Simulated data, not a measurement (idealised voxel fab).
process module | voxel self aligned contacts
cross-section cut | 200 nm wide | cells 5 nm
A cross-section is a grid of square cells, given in bands from the top down. A band is one or more rows of cells.
Each band's line starts with the height of the band's top and of its bottom, in nm. Then come its materials from left to right, each with its width in nm. One material with "throughout" fills the band from edge to edge. "air" is empty space.
Height 0 is the level under which the wafer as received is all one material. The lowest band goes on downwards, as in "0 down".
A width such as "30 to 40" changes by the same amount from each row of cells to the next, from the band's top row to its bottom row.
"no change" after a step means that no cell of the cross-section changed.
closed voids: empty space of 8 cells or more with no open way to the top, each as width x height at its distance from the left edge, in nm
after a step's settings: what the simulator itself notes on the step
overlay nm, on a step with a mask: how far to the right of its planned place the mask lay; to the left if negative
plan
1 op RECEIVE | material Si
2 op CONFORMAL_DEP | material SiO2 | thk nm 5
3 op DIRECTIONAL_DEP | material polySi | thk nm 30
4 op DIRECTIONAL_DEP | material SiN | thk nm 20
5 op DIRECTIONAL_DEP | material aC | thk nm 15
6 op PATTERN | tone cover | mask id GATE | material resist | width nm 35 | pitch nm 60 | thk nm 35 | overlay nm 0
7 op DIRECTIONAL_ETCH | etch materials aC | depth nm 15
8 op STRIP | etch materials resist
9 op DIRECTIONAL_ETCH | etch materials SiN | depth nm 20
10 op DIRECTIONAL_ETCH | etch materials polySi | depth nm 30
11 op STRIP | etch materials aC
12 op CONFORMAL_DEP | material SiN | thk nm 5
13 op DIRECTIONAL_ETCH | etch materials SiN | depth nm 5
14 op FILL_DEP | material SiO2 | thk nm 15
15 op CMP | height nm 60
16 op MASKED_ETCH | tone open | mask id CONTACT | width nm 45 | pitch nm 60 | etch materials SiO2 | depth nm 60 | overlay nm 0
17 op CONFORMAL_DEP | material TiN | thk nm 5
18 op FILL_DEP | material Ru | thk nm 10
19 op CMP | height nm 60
20 op CONFORMAL_DEP | material SiCN | thk nm 5
as received, after step 1
  0 down: Si throughout
  closed voids: none
first wafer at the end, as planned
  65 to 60: SiCN throughout
  60 to 55: SiO2 45 | TiN 20 | Ru 5 | TiN 20 | SiO2 15 | TiN 20 | Ru 5 | TiN 20 | SiO2 50
  55 to 35: SiO2 15 | SiN 45 | TiN 5 | Ru 5 | TiN 5 | SiN 45 | TiN 5 | Ru 5 | TiN 5 | SiN 45 | SiO2 20
  35 to 5: SiO2 15 | SiN 5 | polySi 35 | SiN 5 | TiN 5 | Ru 5 | TiN 5 | SiN 5 | polySi 35 | SiN 5 | TiN 5 | Ru 5 | TiN 5 | SiN 5 | polySi 35 | SiN 5 | SiO2 20
  5 to 0: SiO2 60 | TiN 15 | SiO2 45 | TiN 15 | SiO2 65
  0 down: Si throughout
  closed voids: none
second wafer at the end: like start, like plan, one mistake
  65 to 60: SiCN throughout
  60 to 55: SiO2 45 | TiN 20 | Ru 5 | TiN 20 | SiO2 15 | TiN 20 | Ru 5 | TiN 20 | SiO2 50
  55 to 35: SiO2 15 | SiN 45 | TiN 5 | Ru 5 | TiN 5 | SiN 45 | TiN 5 | Ru 5 | TiN 5 | SiN 45 | SiO2 20
  35 to 20: SiO2 15 | SiN 5 | polySi 35 | SiN 5 | TiN 5 | Ru 5 | TiN 5 | SiN 5 | polySi 35 | SiN 5 | TiN 5 | Ru 5 | TiN 5 | SiN 5 | polySi 35 | SiN 5 | SiO2 20
  20 to 15: SiO2 15 | SiN 5 | polySi 35 | SiN 5 | TiN 15 | SiN 5 | polySi 35 | SiN 5 | TiN 15 | SiN 5 | polySi 35 | SiN 5 | SiO2 20
  15 to 5: polySi throughout
  5 to 0: SiO2 throughout
  0 down: Si throughout
  closed voids: none
what went wrong: step 10 ran as: op DIRECTIONAL_ETCH | etch materials polySi | depth nm 20
at the end the second wafer has, in cells: 6 fewer of Ru | 12 fewer of SiN | 8 fewer of SiO2 | 12 fewer of TiN | 38 more of polySi
